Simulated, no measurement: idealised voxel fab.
Presented below is a process module, voxel released beams.
Xsec cut, 185 nm wide, square cell size 5 nm.
How to read a cross-section here: the picture is a grid of square cells, written as bands going from the top down, and any band can span one or more rows of cells.
Top height, bottom height, nm. Materials left to right, width each, nm. Single material + "throughout" = fills band edge to edge. "air" = empty.
It should be noted that heights are counted from 0, beneath which the wafer as supplied is of one material throughout, and that the lowest band possesses no lower boundary but continues downward, as written in "z 0 and below".
The expression "30->40" gives the width at the extremes of the band, the first number at its top row of cells and the second at its bottom row, with the width changing by equal amounts from each row to the next in between.
For the purposes of this document, the phrase "no modifications" attached to a step denotes that no cell within the cross-section was modified by that step.
"Closed void table" lists enclosed empty spaces (at least 8 cells, no open path upward to the top), each as width x height at distance from the left edge, in nm.
The remark found on a step's line after its settings is issued by the simulator itself and pertains to that step.
"overlay nm" denotes, for a step that has a mask, the displacement of the mask to the right of its planned place, with negative values corresponding to the left.

Set out below are the planned steps of the process:
step 1: op RECEIVE | material Si
step 2: op CONFORMAL_DEP | material Al2O3 | thk nm 10
step 3: op DIRECTIONAL_DEP | material SiO2 | thk nm 20
step 4: op DIRECTIONAL_DEP | material aC | thk nm 10
step 5: op PATTERN | tone open | mask id ANCHOR | material resist | width nm 45 | thk nm 30 | overlay nm 0
step 6: op DIRECTIONAL_ETCH | etch materials aC | depth nm 10
step 7: op STRIP | etch materials resist
step 8: op DIRECTIONAL_ETCH | etch materials SiO2 | depth nm 20
step 9: op STRIP | etch materials aC
step 10: op CONFORMAL_DEP | material polySi | thk nm 15
step 11: op MASKED_ETCH | tone cover | mask id BEAM | width nm 110 | etch materials polySi | depth nm 15 | overlay nm 0
step 12: op STRIP | etch materials SiO2

Wafer as received: cross-section following step 1:
z 0 and below: Si throughout
Closed void table: none

Cross-sectional image of the first of two wafers at the end of the module, the run having proceeded as planned:
z 45 to 30: 35 nm air / 20 nm polySi / 15 nm air / 75 nm polySi / 40 nm air
z 30 to 25: 40 nm air / 15 nm polySi / 15 nm air / 15 nm polySi / 100 nm air
z 25 to 10: 40 nm air / 45 nm polySi / 100 nm air
z 10 to 0: Al2O3 throughout
z 0 and below: Si throughout
Closed void table: none

Cross-section of the latter of the two wafers at module completion. It had an identical start and an identical plan to the former; in running it, one mistake was made:
z 45 to 30: 35 nm air / 110 nm polySi / 40 nm air
z 30 to 20: Al2O3 throughout
z 20 to 0: SiO2 throughout
z 0 and below: Si throughout
Closed void table: none
It is concluded that the wafer was processed incorrectly with respect to the plan, in that the processing plan was not followed for steps 2 and 3, which were run with their positions exchanged
The final cell counts differ between the wafers, with the second having more or fewer of some materials than the first: 148 more of SiO2 | 24 fewer of polySi
